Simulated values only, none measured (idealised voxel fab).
The name of this process module is voxel fin reveal.
Square cell edge 5 nm, section width 200 nm, ID cut.
In this document a cross-section is written as a grid of square cells. It is given as a series of bands, listed from the top down, and a band is one or more rows of cells.
For a band, the entry starts with two heights in nm, that of the top and then that of the bottom, and carries on with the band's materials in order from left to right, each alongside its width in nm; the word "edge to edge" beside a single material means it fills the band edge to edge, and "blank" means empty space.
Heights are reckoned from 0. Under this level, the received wafer is all of one material. The bottommost band is open-ended downward, for example "0..down".
Graded width ("30..40"): value in top row of band = first number; value in bottom row = second number; row-to-row change constant.
It should be understood that the words "nothing got changed", when stated for a given step, signify that the cross-section underwent no change in any of its cells during that step.
"Enclosed cavity list" specifies each empty space that is not open to the top and that occupies no fewer than 8 cells, using the form width x height at distance, the distance measured from the left edge and all three quantities in nm.
Heads up: the bit after the settings on a step's line is the simulator's remark on that step.
"overlay nm" denotes, for a step that has a mask, the displacement of the mask to the right of its planned place, with negative values corresponding to the left.
[The following list gives the planned process steps]
step 1: RECEIVE | material Si
step 2: CONFORMAL_DEP | material SiN | thk nm 5
step 3: DIRECTIONAL_DEP | material aC | thk nm 15
step 4: PATTERN | tone cover | mask id FINS | material resist | width nm 15 | pitch nm 35 | thk nm 35 | overlay nm 0
step 5: DIRECTIONAL_ETCH | etch materials aC | depth nm 15
step 6: STRIP | etch materials resist
step 7: DIRECTIONAL_ETCH | etch materials SiN | depth nm 5
step 8: DIRECTIONAL_ETCH | etch materials Si | depth nm 35
step 9: STRIP | etch materials aC
step 10: OXIDIZE | depth nm 5
step 11: FILL_DEP | material SiO2 | thk nm 15
step 12: CMP | height nm 5
step 13: SELECTIVE_ETCH | etch materials SiO2 | depth nm 20
step 14: STRIP | etch materials SiN
step 15: CONFORMAL_DEP | material SiO2 | thk nm 5
[Wafer as received: cross-section following step 1]
  0..down  Si edge to edge
  Enclosed cavity list: none
[Cross-section: first of two wafers, module finished, run according to plan]
  5..0  blank (75); SiO2 (15); blank (20); SiO2 (15); blank (75)
  0..-10  blank (75); SiO2 (5); Si (5); SiO2 (5); blank (20); SiO2 (5); Si (5); SiO2 (5); blank (75)
  -10..-40  SiO2 (80); Si (5); SiO2 (30); Si (5); SiO2 (80)
  -40..down  Si edge to edge
  Enclosed cavity list: none
[This is the second of the two wafers, cross-sectioned at the end of the module; it started exactly like the first and was given the same plan, but it was run with one mistake]
  5..0  blank (75); SiO2 (15); blank (20); SiO2 (15); blank (75)
  0..-10  blank (75); SiO2 (5); Si (5); SiO2 (5); blank (20); SiO2 (5); Si (5); SiO2 (5); blank (75)
  -10..-15  SiO2 (60); blank (15); SiO2 (5); Si (5); SiO2 (5); blank (20); SiO2 (5); Si (5); SiO2 (5); blank (15); SiO2 (60)
  -15..-40  SiO2 (80); Si (5); SiO2 (30); Si (5); SiO2 (80)
  -40..down  Si edge to edge
  Enclosed cavity list: none
Run error: sequence error: steps 13 and 14 interchanged
FYI, end of process, the second wafer has more or fewer cells of some materials than the first: SiO2: 10 fewer
